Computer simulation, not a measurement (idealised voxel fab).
process module | voxel wiring stack
cross-section cut | 215 nm wide | cells 5 nm
A cross-section is a grid of square cells, given in bands from the top down. A band is one or more rows of cells.
Each band's line starts with the height of the band's top and of its bottom, in nm. Then come its materials from left to right, each with its width in nm. One material with "throughout" fills the band from edge to edge. "air" is empty space.
Height 0 is the level under which the wafer as received is all one material. The lowest band goes on downwards, as in "0 down".
A width such as "30 to 40" changes by the same amount from each row of cells to the next, from the band's top row to its bottom row.
"no change" after a step means that no cell of the cross-section changed.
closed voids: empty space of 8 cells or more with no open way to the top, each as width x height at its distance from the left edge, in nm
after a step's settings: what the simulator itself notes on the step
overlay nm, on a step with a mask: how far to the right of its planned place the mask lay; to the left if negative
plan
1 op RECEIVE | material Si
2 op CONFORMAL_DEP | material SiO2 | thk nm 15
3 op DIRECTIONAL_DEP | material TiN | thk nm 5
4 op DIRECTIONAL_DEP | material W | thk nm 25
5 op PATTERN | tone cover | mask id METAL_1 | material resist | width nm 25 | pitch nm 40 | thk nm 15 | overlay nm 0
6 op DIRECTIONAL_ETCH | etch materials W | depth nm 25
7 op DIRECTIONAL_ETCH | etch materials TiN | depth nm 5
8 op STRIP | etch materials resist
9 op FILL_DEP | material lowk | thk nm 10
10 op CMP | height nm 45
11 op CONFORMAL_DEP | material SiCN | thk nm 5
12 op DIRECTIONAL_DEP | material SiO2 | thk nm 30
13 op DIRECTIONAL_DEP | material aC | thk nm 10
14 op PATTERN | tone open | mask id METAL_2 | material resist | width nm 15 | pitch nm 40 | thk nm 25 | overlay nm 0
15 op DIRECTIONAL_ETCH | etch materials aC | depth nm 10
16 op STRIP | etch materials resist
17 op DIRECTIONAL_ETCH | etch materials SiO2 | depth nm 15
18 op STRIP | etch materials aC
19 op MASKED_ETCH | tone open | mask id METAL_2_HOLES | width nm 15 | pitch nm 40 | etch materials SiO2 | depth nm 15 | overlay nm 0
20 op MASKED_ETCH | tone open | mask id METAL_2_HOLES | width nm 15 | pitch nm 40 | etch materials SiCN | depth nm 5 | overlay nm 0
21 op CONFORMAL_DEP | material TiN | thk nm 5
22 op FILL_DEP | material Cu | thk nm 10
23 op CMP | height nm 80
24 op CONFORMAL_DEP | material SiN | thk nm 5
varied across the wafers: width nm of step 14. The plan shows the first wafer's value. All wafers start alike
first wafer as received, after step 1
  0 down: Si throughout
  closed voids: none
first wafer at the end, after step 24
  85 to 80: SiN throughout
  80 to 70: SiO2 35 | TiN 5 | Cu 10 | TiN 5 | SiO2 20 | TiN 5 | Cu 10 | TiN 5 | SiO2 20 | TiN 5 | Cu 10 | TiN 5 | SiO2 20 | TiN 5 | Cu 10 | TiN 5 | SiO2 40
  70 to 65: SiO2 35 | TiN 20 | SiO2 20 | TiN 20 | SiO2 20 | TiN 20 | SiO2 20 | TiN 20 | SiO2 40
  65 to 50: SiO2 40 | TiN 10 | SiO2 30 | TiN 10 | SiO2 30 | TiN 10 | SiO2 30 | TiN 10 | SiO2 45
  50 to 45: SiCN 40 | TiN 10 | SiCN 30 | TiN 10 | SiCN 30 | TiN 10 | SiCN 30 | TiN 10 | SiCN 45
  45 to 20: lowk 35 | W 25 | lowk 15 | W 25 | lowk 15 | W 25 | lowk 15 | W 25 | lowk 35
  20 to 15: lowk 35 | TiN 25 | lowk 15 | TiN 25 | lowk 15 | TiN 25 | lowk 15 | TiN 25 | lowk 35
  15 to 0: SiO2 throughout
  0 down: Si throughout
  closed voids: none
last wafer at the end
  85 to 80: SiN throughout
  80 to 70: SiO2 35 | TiN 5 | Cu 15 | TiN 5 | SiO2 15 | TiN 5 | Cu 15 | TiN 5 | SiO2 15 | TiN 5 | Cu 15 | TiN 5 | SiO2 15 | TiN 5 | Cu 15 | TiN 5 | SiO2 35
  70 to 65: SiO2 35 | TiN 5 | Cu 5 | TiN 15 | SiO2 15 | TiN 5 | Cu 5 | TiN 15 | SiO2 15 | TiN 5 | Cu 5 | TiN 15 | SiO2 15 | TiN 5 | Cu 5 | TiN 15 | SiO2 35
  65 to 50: SiO2 35 | TiN 5 | Cu 5 | TiN 5 | SiO2 25 | TiN 5 | Cu 5 | TiN 5 | SiO2 25 | TiN 5 | Cu 5 | TiN 5 | SiO2 25 | TiN 5 | Cu 5 | TiN 5 | SiO2 45
  50 to 45: SiCN 35 | TiN 15 | SiCN 25 | TiN 15 | SiCN 25 | TiN 15 | SiCN 25 | TiN 15 | SiCN 45
  45 to 20: lowk 35 | W 25 | lowk 15 | W 25 | lowk 15 | W 25 | lowk 15 | W 25 | lowk 35
  20 to 15: lowk 35 | TiN 25 | lowk 15 | TiN 25 | lowk 15 | TiN 25 | lowk 15 | TiN 25 | lowk 35
  15 to 0: SiO2 throughout
  0 down: Si throughout
  closed voids: none
each wafer at the end: cells of each material gained (+) or lost (-) since it was received, then its closed voids
width nm 15 | +16 Cu | +35 SiCN | +43 SiN | +315 SiO2 | +84 TiN | +100 W | +138 lowk | closed voids: none
width nm 20 | +24 Cu | +35 SiCN | +43 SiN | +303 SiO2 | +88 TiN | +100 W | +138 lowk | closed voids: none
width nm 25 | +40 Cu | +31 SiCN | +43 SiN | +291 SiO2 | +88 TiN | +100 W | +138 lowk | closed voids: none
